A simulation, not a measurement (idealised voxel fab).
This is a process module. Its name is voxel transistor to metal.
Square cells of 5 nm make up the cross-section cut, whose width is 215 nm.
Cross-section = grid of square cells, listed top down in bands; band = one or more rows. Top height, bottom height, nm. Materials left to right, width each, nm. Single material + "full width" = fills band edge to edge. "empty" = empty. For the purposes of this specification, 0 denotes the height below which the wafer in its as-received condition is composed wholly of one material, and the lowermost band, lacking a lower limit, extends downward without end, as expressed in "z 0 and below". Graded width ("30..40"): value in top row of band = first number; value in bottom row = second number; row-to-row change constant. "remains unaltered" (step): cross-section cells unchanged, all of them. Empty spaces counting at least 8 cells and having no open way to the top are listed in "Tabulated closed voids". The notation width x height at distance is used for each, the distance being from the left edge and all three values in nm. Post-settings text on a step line: simulator's own remark regarding the step. What "overlay nm" on a step's line means: if the step has a mask, that mask lay this far to the right of its planned place, or, when the value is negative, to the left.

plan
1 RECEIVE | material Si
2 OXIDIZE | depth nm 5
3 CONFORMAL_DEP | material SiN | thk nm 15
4 DIRECTIONAL_DEP | material aC | thk nm 15
5 PATTERN | tone cover | mask id ACTIVE | material resist | width nm 105 | thk nm 35 | overlay nm 0
6 DIRECTIONAL_ETCH | etch materials aC | depth nm 15
7 STRIP | etch materials resist
8 DIRECTIONAL_ETCH | etch materials SiN | depth nm 15
9 DIRECTIONAL_ETCH | etch materials SiO2 | depth nm 5
10 DIRECTIONAL_ETCH | etch materials Si | depth nm 30
11 STRIP | etch materials aC
12 FILL_DEP | material SiO2 | thk nm 10
13 CMP | height nm 15
14 SELECTIVE_ETCH | etch materials SiO2 | depth nm 10
15 STRIP | etch materials SiN
16 SELECTIVE_ETCH | etch materials SiO2 | depth nm 5
17 OXIDIZE | depth nm 5
18 DIRECTIONAL_DEP | material polySi | thk nm 30
19 DIRECTIONAL_DEP | material SiCN | thk nm 15
20 DIRECTIONAL_DEP | material aC | thk nm 10
21 PATTERN | tone cover | mask id GATE | material resist | width nm 25 | thk nm 25 | overlay nm 0
22 DIRECTIONAL_ETCH | etch materials aC | depth nm 10
23 STRIP | etch materials resist
24 DIRECTIONAL_ETCH | etch materials SiCN | depth nm 25
25 DIRECTIONAL_ETCH | etch materials polySi | depth nm 40
26 STRIP | etch materials aC
27 CONFORMAL_DEP | material SiN | thk nm 10
28 DIRECTIONAL_ETCH | etch materials SiN | depth nm 10
29 DIRECTIONAL_ETCH | etch materials SiO2 | depth nm 5
30 DIRECTIONAL_ETCH | etch materials Si | depth nm 10
31 EPI | material nSi | thk nm 10
32 FILL_DEP | material SiO2 | thk nm 10
33 CMP | height nm 40
34 DIRECTIONAL_DEP | material SiO2 | thk nm 15
35 PATTERN | tone open | mask id CONTACT | material resist | width nm 20 | pitch nm 75 | thk nm 15 | overlay nm 0
36 DIRECTIONAL_ETCH | etch materials SiO2 | depth nm 65
37 STRIP | etch materials resist
38 CONFORMAL_DEP | material TiN | thk nm 5
39 FILL_DEP | material Ru | thk nm 5
40 CMP | height nm 55
41 DIRECTIONAL_DEP | material TiN | thk nm 5
42 DIRECTIONAL_DEP | material W | thk nm 25
43 DIRECTIONAL_DEP | material aC | thk nm 15
44 PATTERN | tone cover | mask id METAL_1 | material resist | width nm 20 | pitch nm 75 | thk nm 30 | overlay nm 0
45 DIRECTIONAL_ETCH | etch materials aC | depth nm 15
46 STRIP | etch materials resist
47 DIRECTIONAL_ETCH | etch materials W | depth nm 25
48 DIRECTIONAL_ETCH | etch materials TiN | depth nm 5
49 STRIP | etch materials aC
50 CONFORMAL_DEP | material SiCN | thk nm 5
51 FILL_DEP | material SiO2 | thk nm 5
52 CMP | height nm 85
53 CONFORMAL_DEP | material SiN | thk nm 5

This is the cross-section of the wafer as we received it, i.e. after step 1
	z 0 and below  Si full width
	Tabulated closed voids: none

Cross-section, first of two wafers, end of module, run as planned
	z 90 to 85  SiN full width
	z 85 to 60  55 nm SiO2  5 nm SiCN  20 nm W  5 nm SiCN  45 nm SiO2  5 nm SiCN  20 nm W  5 nm SiCN  55 nm SiO2
	z 60 to 55  60 nm SiCN  20 nm TiN  55 nm SiCN  20 nm TiN  60 nm SiCN
	z 55 to 40  60 nm SiO2  5 nm TiN  10 nm Ru  5 nm TiN  55 nm SiO2  5 nm TiN  10 nm Ru  5 nm TiN  60 nm SiO2
	z 40 to 25  60 nm SiO2  5 nm TiN  10 nm Ru  5 nm TiN  5 nm SiO2  10 nm SiN  25 nm SiCN  10 nm SiN  5 nm SiO2  5 nm TiN  10 nm Ru  5 nm TiN  60 nm SiO2
	z 25 to 5  60 nm SiO2  5 nm TiN  10 nm Ru  5 nm TiN  5 nm SiO2  10 nm SiN  25 nm polySi  10 nm SiN  5 nm SiO2  5 nm TiN  10 nm Ru  5 nm TiN  60 nm SiO2
	z 5 to 0  60 nm SiO2  20 nm TiN  5 nm SiO2  10 nm SiN  25 nm polySi  10 nm SiN  5 nm SiO2  20 nm TiN  60 nm SiO2
	z 0 to -5  50 nm SiO2  10 nm SiN  10 nm nSi  5 nm TiN  10 nm nSi  10 nm SiN  25 nm polySi  10 nm SiN  10 nm nSi  5 nm TiN  10 nm nSi  10 nm SiN  50 nm SiO2
	z -5 to -10  60 nm SiO2  10 nm nSi  5 nm TiN  10 nm nSi  45 nm SiO2  10 nm nSi  5 nm TiN  10 nm nSi  60 nm SiO2
	z -10 to -20  55 nm SiO2  5 nm Si  25 nm nSi  45 nm Si  25 nm nSi  5 nm Si  55 nm SiO2
	z -20 to -35  55 nm SiO2  105 nm Si  55 nm SiO2
	z -35 and below  Si full width
	Tabulated closed voids: none

Wafer two (of two), end-of-module cross-section: start = wafer one, plan = wafer one, one run mistake
	z 90 to 85  SiN full width
	z 85 to 60  55 nm SiO2  5 nm SiCN  20 nm W  5 nm SiCN  45 nm SiO2  5 nm SiCN  20 nm W  5 nm SiCN  55 nm SiO2
	z 60 to 55  60 nm SiCN  20 nm TiN  55 nm SiCN  20 nm TiN  60 nm SiCN
	z 55 to 40  60 nm SiO2  5 nm TiN  10 nm Ru  5 nm TiN  55 nm SiO2  5 nm TiN  10 nm Ru  5 nm TiN  60 nm SiO2
	z 40 to 25  60 nm SiO2  5 nm TiN  10 nm Ru  5 nm TiN  5 nm SiO2  10 nm SiN  25 nm SiCN  10 nm SiN  5 nm SiO2  5 nm TiN  10 nm Ru  5 nm TiN  60 nm SiO2
	z 25 to 0  60 nm SiO2  5 nm TiN  10 nm Ru  5 nm TiN  5 nm SiO2  10 nm SiN  25 nm polySi  10 nm SiN  5 nm SiO2  5 nm TiN  10 nm Ru  5 nm TiN  60 nm SiO2
	z 0 to -5  50 nm SiO2  10 nm SiN  5 nm TiN  10 nm Ru  5 nm TiN  5 nm SiO2  10 nm SiN  25 nm polySi  10 nm SiN  5 nm SiO2  5 nm TiN  10 nm Ru  5 nm TiN  10 nm SiN  50 nm SiO2
	z -5 to -10  60 nm SiO2  20 nm TiN  55 nm SiO2  20 nm TiN  60 nm SiO2
	z -10 to -20  SiO2 full width
	z -20 to -35  55 nm SiO2  105 nm Si  55 nm SiO2
	z -35 and below  Si full width
	Tabulated closed voids: none
Finding, execution versus plan: step 17 off recipe, ran as OXIDIZE | depth nm 15
Wrapping up, a cell-based count of both wafers puts the second over or under the first for these materials: +8 Ru, -22 Si, +46 SiO2, +4 TiN, -36 nSi
